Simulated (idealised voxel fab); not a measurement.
The process module presented herein is designated voxel tone inversion.
For reference, the cross-section in this document is cut, with width 300 nm and square cells of 5 nm.
Think of the cross-section as a grid of square cells. We describe it in bands, top to bottom, and each band covers one or more rows of those cells.
Band: top height; bottom height; in nm. Then, left to right: material with width in nm, for each material. "throughout": a single material spanning edge to edge. "empty": empty space.
Below 0: as-received wafer, all one material; heights counted from there. Lowest band: no bottom, goes on down, written "0 nm and below".
Width "30 to 40": first value at the band's top row of cells, second value at its bottom row, equal change from row to row.
When a step is marked "changes: none", none of the cells in the cross-section changed during that step.
Closed-off voids of 8+ cells (no open route to the top) go in "Completely enclosed voids", written width x height at distance from the left edge, in nm.
Past the settings on a step's line: simulator remark, on that step.
overlay nm: for a step with a mask, the amount by which the mask lay right of where it was planned; a negative amount means left of it.

### List of planned process steps
- 1: RECEIVE [material Si]
- 2: CONFORMAL_DEP [material SiCN] [thk nm 10]
- 3: DIRECTIONAL_DEP [material polySi] [thk nm 20]
- 4: PATTERN [tone cover] [mask id POSTS] [material resist] [width nm 25] [pitch nm 55] [thk nm 30] [overlay nm 0]
- 5: DIRECTIONAL_ETCH [etch materials polySi] [depth nm 20]
- 6: STRIP [etch materials resist]
- 7: FILL_DEP [material SiO2] [thk nm 10]
- 8: CMP [height nm 30]
- 9: STRIP [etch materials polySi]
- 10: CONFORMAL_DEP [material TiN] [thk nm 5]
- 11: FILL_DEP [material Cu] [thk nm 10]
- 12: CMP [height nm 30]
- 13: CONFORMAL_DEP [material SiN] [thk nm 5]

### Cross-sectional view of the wafer in its as-received condition, corresponding to the state after step 1
	0 nm and below | Si throughout
	Completely enclosed voids: none

### Looking at the first of two wafers in cross-section at end of module - ran to plan
	35 nm to 30 nm | SiN throughout
	30 nm to 15 nm | SiO2 55, TiN 5, Cu 15, TiN 5, SiO2 30, TiN 5, Cu 15, TiN 5, SiO2 30, TiN 5, Cu 15, TiN 5, SiO2 30, TiN 5, Cu 15, TiN 5, SiO2 55
	15 nm to 10 nm | SiO2 55, TiN 25, SiO2 30, TiN 25, SiO2 30, TiN 25, SiO2 30, TiN 25, SiO2 55
	10 nm to 0 nm | SiCN throughout
	0 nm and below | Si throughout
	Completely enclosed voids: none

### Cross-section, wafer two of two, end of module: same start and plan as wafer one, one error in execution
	35 nm to 30 nm | SiN throughout
	30 nm to 15 nm | SiO2 60, TiN 5, Cu 5, TiN 5, SiO2 40, TiN 5, Cu 5, TiN 5, SiO2 40, TiN 5, Cu 5, TiN 5, SiO2 40, TiN 5, Cu 5, TiN 5, SiO2 60
	15 nm to 10 nm | SiO2 60, TiN 15, SiO2 40, TiN 15, SiO2 40, TiN 15, SiO2 40, TiN 15, SiO2 60
	10 nm to 0 nm | SiCN throughout
	0 nm and below | Si throughout
	Completely enclosed voids: none
Nonconformance to the process plan: in deviation from the planned setting, step 4 was conducted as PATTERN [tone cover] [mask id POSTS] [material resist] [width nm 15] [pitch nm 55] [thk nm 30] [overlay nm 0]
Looking at both finished wafers in cells, the second ends up ahead of or behind the first on some materials: 24 fewer of Cu; 32 more of SiO2; 8 fewer of TiN
